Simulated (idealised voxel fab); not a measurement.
process module | voxel transistor to metal
For reference, the cross-section in this document is cut, with width 170 nm and square cells of 5 nm.
Think of the cross-section as a grid of square cells. We describe it in bands, top to bottom, and each band covers one or more rows of those cells. For a band, the entry starts with two heights in nm, that of the top and then that of the bottom, and carries on with the band's materials in order from left to right, each alongside its width in nm; the word "throughout" beside a single material means it fills the band edge to edge, and "air" means empty space. Heights are reckoned from 0. Under this level, the received wafer is all of one material. The bottommost band is open-ended downward, for example "0 down". Per-row width for "30..40": begins at first number (top row of band), ends at second number (bottom row), increment between rows held constant. A step reported as "everything unchanged" is a step in which no cell of the cross-section changed. Enclosed voids (no open way to top), threshold 8 cells or more, entry "Fully sealed voids", notation width x height at distance, distance from left edge, nm. Step line, after settings: the simulator's comment on this step. overlay nm: right-of-plan distance of the mask on a masked step; negative values mean left-of-plan.

### Process steps (planned)
- 1: RECEIVE [material Si]
- 2: OXIDIZE [depth nm 5]
- 3: CONFORMAL_DEP [material SiN] [thk nm 10]
- 4: MASKED_ETCH [tone cover] [mask id ACTIVE] [width nm 125] [etch materials SiN] [depth nm 10] [overlay nm 0]
- 5: MASKED_ETCH [tone cover] [mask id ACTIVE] [width nm 125] [etch materials SiO2] [depth nm 5] [overlay nm 0]
- 6: MASKED_ETCH [tone cover] [mask id ACTIVE] [width nm 125] [etch materials Si] [depth nm 25] [overlay nm 0]
- 7: OXIDIZE [depth nm 5]
- 8: FILL_DEP [material SiO2] [thk nm 15]
- 9: CMP [height nm 10]
- 10: SELECTIVE_ETCH [etch materials SiO2] [depth nm 5]
- 11: STRIP [etch materials SiN]
- 12: SELECTIVE_ETCH [etch materials SiO2] [depth nm 5]
- 13: OXIDIZE [depth nm 5]
- 14: DIRECTIONAL_DEP [material polySi] [thk nm 30]
- 15: DIRECTIONAL_DEP [material SiCN] [thk nm 10]
- 16: MASKED_ETCH [tone cover] [mask id GATE] [width nm 25] [etch materials SiCN] [depth nm 20] [overlay nm 0]
- 17: MASKED_ETCH [tone cover] [mask id GATE] [width nm 15] [etch materials polySi] [depth nm 40] [overlay nm 0]
- 18: CONFORMAL_DEP [material SiO2] [thk nm 5]
- 19: DIRECTIONAL_ETCH [etch materials SiO2] [depth nm 5]
- 20: CONFORMAL_DEP [material SiN] [thk nm 10]
- 21: DIRECTIONAL_ETCH [etch materials SiN] [depth nm 10]
- 22: DIRECTIONAL_ETCH [etch materials SiO2] [depth nm 5]
- 23: DIRECTIONAL_ETCH [etch materials Si] [depth nm 10]
- 24: EPI [material pSi] [thk nm 15]
- 25: FILL_DEP [material SiO2] [thk nm 5]
- 26: CMP [height nm 35]
- 27: DIRECTIONAL_DEP [material SiO2] [thk nm 10]
- 28: PATTERN [tone open] [mask id CONTACT] [material resist] [width nm 35] [pitch nm 70] [thk nm 20] [overlay nm 0]
- 29: DIRECTIONAL_ETCH [etch materials SiO2] [depth nm 40]
- 30: STRIP [etch materials resist]
- 31: CONFORMAL_DEP [material TiN] [thk nm 5]
- 32: FILL_DEP [material W] [thk nm 10]
- 33: CMP [height nm 45]
- 34: CONFORMAL_DEP [material SiN] [thk nm 5]
- 35: DIRECTIONAL_DEP [material lowk] [thk nm 25]
- 36: DIRECTIONAL_DEP [material aC] [thk nm 15]
- 37: PATTERN [tone open] [mask id METAL_1] [material resist] [width nm 20] [pitch nm 85] [thk nm 30] [overlay nm 0]
- 38: DIRECTIONAL_ETCH [etch materials aC] [depth nm 15]
- 39: STRIP [etch materials resist]
- 40: DIRECTIONAL_ETCH [etch materials lowk] [depth nm 25]
- 41: DIRECTIONAL_ETCH [etch materials SiN] [depth nm 5]
- 42: STRIP [etch materials aC]
- 43: CONFORMAL_DEP [material TiN] [thk nm 5]
- 44: FILL_DEP [material Ru] [thk nm 5]
- 45: CMP [height nm 75]
- 46: CONFORMAL_DEP [material SiCN] [thk nm 5]
- 47: DIRECTIONAL_DEP [material lowk] [thk nm 25]
- 48: MASKED_ETCH [tone open] [mask id METAL_2] [width nm 20] [pitch nm 85] [etch materials lowk] [depth nm 15] [overlay nm 0]
- 49: MASKED_ETCH [tone open] [mask id METAL_2_HOLES] [width nm 15] [pitch nm 85] [etch materials lowk] [depth nm 10] [overlay nm 0]
- 50: MASKED_ETCH [tone open] [mask id METAL_2_HOLES] [width nm 15] [pitch nm 85] [etch materials SiCN] [depth nm 5] [overlay nm 0]
- 51: CONFORMAL_DEP [material TiN] [thk nm 5]
- 52: FILL_DEP [material Cu] [thk nm 10]
- 53: CMP [height nm 105]
- 54: CONFORMAL_DEP [material SiCN] [thk nm 5]
All wafers enter the flow in the same state. The width nm at step 17 differs from wafer to wafer, and the plan gives the value for the first wafer.

### Cross-section of the first of several wafers as received (after step 1)
- 0 down = Si throughout
- Fully sealed voids: none

### Depicted here is the first of several wafers in cross-section, at module completion following the last step, step 54
- 110 to 105 = SiCN throughout
- 105 to 95 = lowk 30 nm  TiN 5 nm  Cu 10 nm  TiN 5 nm  lowk 65 nm  TiN 5 nm  Cu 10 nm  TiN 5 nm  lowk 35 nm
- 95 to 90 = lowk 30 nm  TiN 5 nm  Cu 5 nm  TiN 10 nm  lowk 65 nm  TiN 5 nm  Cu 5 nm  TiN 10 nm  lowk 35 nm
- 90 to 80 = lowk 30 nm  TiN 5 nm  Cu 5 nm  TiN 5 nm  lowk 70 nm  TiN 5 nm  Cu 5 nm  TiN 5 nm  lowk 40 nm
- 80 to 75 = SiCN 30 nm  TiN 15 nm  SiCN 70 nm  TiN 15 nm  SiCN 40 nm
- 75 to 50 = lowk 30 nm  TiN 5 nm  Ru 10 nm  TiN 5 nm  lowk 65 nm  TiN 5 nm  Ru 10 nm  TiN 5 nm  lowk 35 nm
- 50 to 45 = SiN 30 nm  TiN 20 nm  SiN 65 nm  TiN 20 nm  SiN 35 nm
- 45 to 35 = SiO2 30 nm  TiN 5 nm  W 25..15 nm  TiN 5..15 nm  SiO2 35 nm  TiN 5..15 nm  W 25..15 nm  TiN 5 nm  SiO2 35 nm
- 35 to 25 = SiO2 30 nm  TiN 5 nm  W 15 nm  TiN 5 nm  SiN 10 nm  SiO2 5 nm  SiCN 25 nm  SiO2 5 nm  SiN 10 nm  TiN 5 nm  W 15 nm  TiN 5 nm  SiO2 35 nm
- 25 to 10 = SiO2 30 nm  TiN 5 nm  W 15 nm  TiN 5 nm  SiN 10 nm  SiO2 5 nm  polySi 25 nm  SiO2 5 nm  SiN 10 nm  TiN 5 nm  W 15 nm  TiN 5 nm  SiO2 35 nm
- 10 to 5 = SiO2 30 nm  TiN 25 nm  SiN 10 nm  SiO2 5 nm  polySi 25 nm  SiO2 5 nm  SiN 10 nm  TiN 25 nm  SiO2 35 nm
- 5 to 0 = SiO2 25 nm  pSi 30 nm  SiN 10 nm  SiO2 5 nm  polySi 25 nm  SiO2 5 nm  SiN 10 nm  pSi 30 nm  SiO2 30 nm
- 0 to -5 = SiO2 20 nm  SiN 10 nm  pSi 25 nm  SiN 10 nm  SiO2 5 nm  polySi 25 nm  SiO2 5 nm  SiN 10 nm  pSi 25 nm  SiN 10 nm  SiO2 25 nm
- -5 to -10 = SiO2 30 nm  pSi 25 nm  SiO2 55 nm  pSi 25 nm  SiO2 35 nm
- -10 to -20 = SiO2 25 nm  Si 5 nm  pSi 25 nm  Si 55 nm  pSi 25 nm  Si 5 nm  SiO2 30 nm
- -20 to -35 = SiO2 25 nm  Si 115 nm  SiO2 30 nm
- -35 down = Si throughout
- Fully sealed voids: none

### Of the several wafers, the last: cross-section at the end of the module
- 110 to 105 = SiCN throughout
- 105 to 95 = lowk 30 nm  TiN 5 nm  Cu 10 nm  TiN 5 nm  lowk 65 nm  TiN 5 nm  Cu 10 nm  TiN 5 nm  lowk 35 nm
- 95 to 90 = lowk 30 nm  TiN 5 nm  Cu 5 nm  TiN 10 nm  lowk 65 nm  TiN 5 nm  Cu 5 nm  TiN 10 nm  lowk 35 nm
- 90 to 80 = lowk 30 nm  TiN 5 nm  Cu 5 nm  TiN 5 nm  lowk 70 nm  TiN 5 nm  Cu 5 nm  TiN 5 nm  lowk 40 nm
- 80 to 75 = SiCN 30 nm  TiN 15 nm  SiCN 70 nm  TiN 15 nm  SiCN 40 nm
- 75 to 50 = lowk 30 nm  TiN 5 nm  Ru 10 nm  TiN 5 nm  lowk 65 nm  TiN 5 nm  Ru 10 nm  TiN 5 nm  lowk 35 nm
- 50 to 45 = SiN 30 nm  TiN 20 nm  SiN 65 nm  TiN 20 nm  SiN 35 nm
- 45 to 35 = SiO2 30 nm  TiN 5 nm  W 25..15 nm  TiN 5..15 nm  SiO2 35 nm  TiN 5..15 nm  W 25..15 nm  TiN 5 nm  SiO2 35 nm
- 35 to 25 = SiO2 30 nm  TiN 5 nm  W 15..10 nm  TiN 5..10 nm  SiN 10 nm  SiO2 5 nm  SiCN 25 nm  SiO2 5 nm  SiN 10 nm  TiN 5..15 nm  W 15..5 nm  TiN 5 nm  SiO2 35 nm
- 25 to 10 = SiO2 30 nm  TiN 5 nm  W 10 nm  TiN 5 nm  SiN 10 nm  SiO2 5 nm  polySi 40 nm  SiO2 5 nm  SiN 10 nm  TiN 5 nm  W 5 nm  TiN 5 nm  SiO2 35 nm
- 10 to 5 = SiO2 30 nm  TiN 20 nm  SiN 10 nm  SiO2 5 nm  polySi 40 nm  SiO2 5 nm  SiN 10 nm  TiN 15 nm  SiO2 35 nm
- 5 to 0 = SiO2 25 nm  pSi 25 nm  SiN 10 nm  SiO2 5 nm  polySi 40 nm  SiO2 5 nm  SiN 10 nm  pSi 20 nm  SiO2 30 nm
- 0 to -5 = SiO2 20 nm  SiN 10 nm  pSi 20 nm  SiN 10 nm  SiO2 5 nm  polySi 40 nm  SiO2 5 nm  SiN 10 nm  pSi 15 nm  SiN 10 nm  SiO2 25 nm
- -5 to -10 = SiO2 30 nm  pSi 20 nm  SiO2 70 nm  pSi 15 nm  SiO2 35 nm
- -10 to -20 = SiO2 25 nm  Si 5 nm  pSi 20 nm  Si 70 nm  pSi 15 nm  Si 5 nm  SiO2 30 nm
- -20 to -35 = SiO2 25 nm  Si 115 nm  SiO2 30 nm
- -35 down = Si throughout
- Fully sealed voids: none

### Note: the following table is arranged by wafer, a row apiece. Each row reports the end-of-module state: per material, cells gained (+) or cells lost (-) compared with the wafer as received; closed voids follow
width nm 15; +14 Cu; +20 Ru; -143 Si; +72 SiCN; +62 SiN; +233 SiO2; +98 TiN; +46 W; +264 lowk; +52 pSi; +30 polySi; Fully sealed voids: none
width nm 20; +14 Cu; +20 Ru; -143 Si; +72 SiCN; +62 SiN; +233 SiO2; +98 TiN; +46 W; +264 lowk; +52 pSi; +30 polySi; Fully sealed voids: none
width nm 25; +14 Cu; +20 Ru; -143 Si; +72 SiCN; +62 SiN; +233 SiO2; +98 TiN; +46 W; +264 lowk; +52 pSi; +30 polySi; Fully sealed voids: none
width nm 30; +14 Cu; +20 Ru; -141 Si; +72 SiCN; +62 SiN; +234 SiO2; +98 TiN; +42 W; +264 lowk; +47 pSi; +36 polySi; Fully sealed voids: none
width nm 35; +14 Cu; +20 Ru; -139 Si; +72 SiCN; +62 SiN; +235 SiO2; +98 TiN; +38 W; +264 lowk; +42 pSi; +42 polySi; Fully sealed voids: none
width nm 40; +14 Cu; +20 Ru; -137 Si; +72 SiCN; +62 SiN; +236 SiO2; +98 TiN; +34 W; +264 lowk; +37 pSi; +48 polySi; Fully sealed voids: none
